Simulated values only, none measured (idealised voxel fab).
A process module follows: voxel self aligned vias.
The width of the displayed cross-section, cut, is 180 nm; its cells are square, with a size of 5 nm.
We lay out every cross-section as a grid of square cells and spell it out in bands from the top down, where one band means one or more rows of cells.
Quick guide to a band line: top height, bottom height (nm) up front; then every material left to right with its width in nm. Only one material and it's marked "all across"? Then it fills the band edge to edge. And "air" just means empty space.
Note: height 0 marks the level under which the wafer is uniformly one material as received. Lowest band unbounded below, written "top 0, no bottom".
Read "30 to 40" as a graded width: first number on top, second number at the bottom, same change between each pair of neighbouring rows.
No cell of the cross-section changed in a step that is given as "no modification".
If an empty space has no open way to the top and is at least 8 cells in size, "Fully enclosed voids" lists it, written width x height at distance, where distance is measured from the left edge and every value is in nm.
What comes after the settings on a step's line is commentary from the simulator itself on that step.
overlay nm: mask offset rightward from planned place, masked step; negative means leftward offset.

Steps in the process plan:
1: RECEIVE, material Si
2: CONFORMAL_DEP, material SiO2, thk nm 10
3: CONFORMAL_DEP, material SiCN, thk nm 5
4: DIRECTIONAL_DEP, material lowk, thk nm 25
5: MASKED_ETCH, tone open, mask id LINES, width nm 30, pitch nm 75, etch materials lowk, depth nm 25, overlay nm 0
6: CONFORMAL_DEP, material TiN, thk nm 5
7: FILL_DEP, material Ru, thk nm 5
8: CMP, height nm 40
9: SELECTIVE_ETCH, etch materials W Ru TiN, depth nm 5
10: FILL_DEP, material SiN, thk nm 5
11: CMP, height nm 40
12: DIRECTIONAL_DEP, material lowk, thk nm 20
13: DIRECTIONAL_DEP, material aC, thk nm 15
14: PATTERN, tone open, mask id VIAS, material resist, width nm 50, pitch nm 75, thk nm 30, overlay nm 0
15: DIRECTIONAL_ETCH, etch materials aC, depth nm 15
16: STRIP, etch materials resist
17: DIRECTIONAL_ETCH, etch materials lowk, depth nm 20
18: DIRECTIONAL_ETCH, etch materials SiN, depth nm 5
19: STRIP, etch materials aC
20: CONFORMAL_DEP, material TiN, thk nm 5
21: FILL_DEP, material Ru, thk nm 5
22: CMP, height nm 60
23: CONFORMAL_DEP, material SiN, thk nm 5
It is noted that the wafers described herein are identical at the outset and are distinguished by the thk nm of step 3; the value stated in the plan corresponds to the first wafer.

Received wafers, first of several: cross-section after step 1:
top 0, no bottom | Si all across
Fully enclosed voids: none

Tabulated below, wafer by wafer, are the end-of-module results: for each material, the number of cells gained (+) or lost (-) relative to the as-received state, followed by the closed voids:
thk nm 5 | +80 Ru | +36 SiCN | +36 SiN | +72 SiO2 | +60 TiN | +184 lowk | Fully enclosed voids: none
thk nm 10 | +72 Ru | +72 SiCN | +36 SiN | +72 SiO2 | +56 TiN | +160 lowk | Fully enclosed voids: none
thk nm 15 | +64 Ru | +108 SiCN | +36 SiN | +72 SiO2 | +52 TiN | +136 lowk | Fully enclosed voids: none
thk nm 20 | +56 Ru | +144 SiCN | +36 SiN | +72 SiO2 | +48 TiN | +112 lowk | Fully enclosed voids: none
